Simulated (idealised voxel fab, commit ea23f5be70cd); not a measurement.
This section sets out a process module, namely voxel self aligned contacts.
Square cell edge 5 nm, section width 300 nm, ID cut.
Notation: cross-section as square-cell grid; stated in bands, top first, going down; one or more cell rows per band. Per band: top height and bottom height in nm, followed by the left-to-right materials and their widths in nm; "throughout" marks a single material spanning edge to edge, "empty" marks empty space. The reference from which all heights are counted is 0, the level beneath which the as-received wafer is entirely one material; the lowest band, having no lower bound, proceeds downward and is written after the example "from 0 down". It should be noted that a width expressed as "30->40" varies in equal increments from row to row of cells within the band, taking the value of the first number at the top row and that of the second number at the bottom row. Take "no change occurred" at face value: in the step it is given for, the cross-section changed in none of its cells. Each empty space that has no open way to the top and spans at least 8 cells appears under "Closed cavities" as width x height at distance, the distance counted from the left edge, all in nm. If you see something after the settings on a step's line, that's the simulator's own remark about that step. If you see "overlay nm" on a step's line and that step has a mask, it's telling you how far right of where it was planned the mask ended up; a negative number means it went left instead.

The following list gives the planned process steps:
1: RECEIVE with material Si
2: OXIDIZE with depth nm 5
3: DIRECTIONAL_DEP with material polySi, thk nm 30
4: DIRECTIONAL_DEP with material SiN, thk nm 20
5: PATTERN with tone cover, mask id GATE, material resist, width nm 25, pitch nm 60, thk nm 20, overlay nm 0
6: DIRECTIONAL_ETCH with etch materials SiN, depth nm 20
7: DIRECTIONAL_ETCH with etch materials polySi, depth nm 30
8: STRIP with etch materials resist
9: CONFORMAL_DEP with material SiN, thk nm 10
10: DIRECTIONAL_ETCH with etch materials SiN, depth nm 10
11: FILL_DEP with material SiO2, thk nm 15
12: CMP with height nm 55
13: DIRECTIONAL_DEP with material aC, thk nm 15
14: PATTERN with tone open, mask id CONTACT, material resist, width nm 45, pitch nm 60, thk nm 30, overlay nm 0
15: DIRECTIONAL_ETCH with etch materials aC, depth nm 15
16: STRIP with etch materials resist
17: DIRECTIONAL_ETCH with etch materials SiO2, depth nm 60
18: STRIP with etch materials aC
19: CONFORMAL_DEP with material TiN, thk nm 5
20: FILL_DEP with material W, thk nm 5
21: CMP with height nm 55
22: CONFORMAL_DEP with material SiCN, thk nm 5

Incoming wafer, cross-sectional view, post step 1:
- from 0 down | Si throughout
- Closed cavities: none

What the wafer looks like in cross-section after this module, when it starts as shown above and follows the plan above but one mistake is made in running it:
- from 60 to 55 | SiCN throughout
- from 55 to 45 | SiO2 (95), TiN (5->20), W (35->5), TiN (5->20), SiO2 (15), TiN (5->20), W (35->5), TiN (5->20), SiO2 (100)
- from 45 to 25 | SiO2 (65), SiN (45), TiN (5), W (5), TiN (5), SiN (45), TiN (5), W (5), TiN (5), SiN (45), SiO2 (70)
- from 25 to 0 | SiO2 (65), SiN (10), polySi (25), SiN (10), TiN (5), W (5), TiN (5), SiN (10), polySi (25), SiN (10), TiN (5), W (5), TiN (5), SiN (10), polySi (25), SiN (10), SiO2 (70)
- from 0 to -5 | SiO2 (110), TiN (15), SiO2 (45), TiN (15), SiO2 (115)
- from -5 down | Si throughout
- Closed cavities: none
Want to know what went wrong? step 3 off recipe, ran as DIRECTIONAL_DEP with material polySi, thk nm 25
